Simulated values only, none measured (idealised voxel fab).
Title: Process Module voxel fin reveal
cross-section cut | 230 nm wide | cells 5 nm
Cross-section layout: square cells on a grid; listed as bands, top to bottom; a band spans one or more cell rows. Band: top height; bottom height; in nm. Then, left to right: material with width in nm, for each material. "full width": a single material spanning edge to edge. "empty": empty space. It should be noted that heights are counted from 0, beneath which the wafer as supplied is of one material throughout, and that the lowest band possesses no lower boundary but continues downward, as written in "0 -> down". You'd read "30->40" like this: the band's top row of cells is as wide as the first number, its bottom row is as wide as the second, and going down, every row changes width by the same amount as the row before did. When a step is marked "identical to before", none of the cells in the cross-section changed during that step. You'll see "Cavities, sealed" listing empty spaces that have no way open to the top, as long as they're 8 cells or more; the notation is width x height at distance, where the distance is from the left edge, and all of it is in nm. That trailing text on a step's line, after the settings, is the simulator's own remark on the step. The setting "overlay nm" may be written on the line of a step. When the step uses a mask, the value reports how far to the right of the planned place the mask lay, and a negative value reports that it lay to the left.
The following list gives the planned process steps
1 RECEIVE,material Si
2 CONFORMAL_DEP,material SiN,thk nm 5
3 DIRECTIONAL_DEP,material aC,thk nm 10
4 PATTERN,tone cover,mask id FINS,material resist,width nm 15,pitch nm 40,thk nm 25,overlay nm 0
5 DIRECTIONAL_ETCH,etch materials aC,depth nm 10
6 STRIP,etch materials resist
7 DIRECTIONAL_ETCH,etch materials SiN,depth nm 5
8 DIRECTIONAL_ETCH,etch materials Si,depth nm 30
9 STRIP,etch materials aC
10 OXIDIZE,depth nm 5
11 FILL_DEP,material SiO2,thk nm 10
12 CMP,height nm 5
13 SELECTIVE_ETCH,etch materials SiO2,depth nm 15
14 STRIP,etch materials SiN
15 CONFORMAL_DEP,material HfO2,thk nm 5
Step 1 complete: cross-section of the wafer as received
  0 -> down  Si full width
  Cavities, sealed: none
a wafer at the end: this start, this plan, one mistake
  5 -> 0  empty: 85; HfO2: 15; empty: 25; HfO2: 15; empty: 90
  0 -> -20  empty: 85; HfO2: 5; Si: 5; HfO2: 5; empty: 25; HfO2: 5; Si: 5; HfO2: 5; empty: 90
  -20 -> -25  HfO2: 90; Si: 5; HfO2: 35; Si: 5; HfO2: 95
  -25 -> -35  SiO2: 90; Si: 5; SiO2: 35; Si: 5; SiO2: 95
  -35 -> down  Si full width
  Cavities, sealed: none
What broke from the plan during processing? the plan had its step 13 run twice
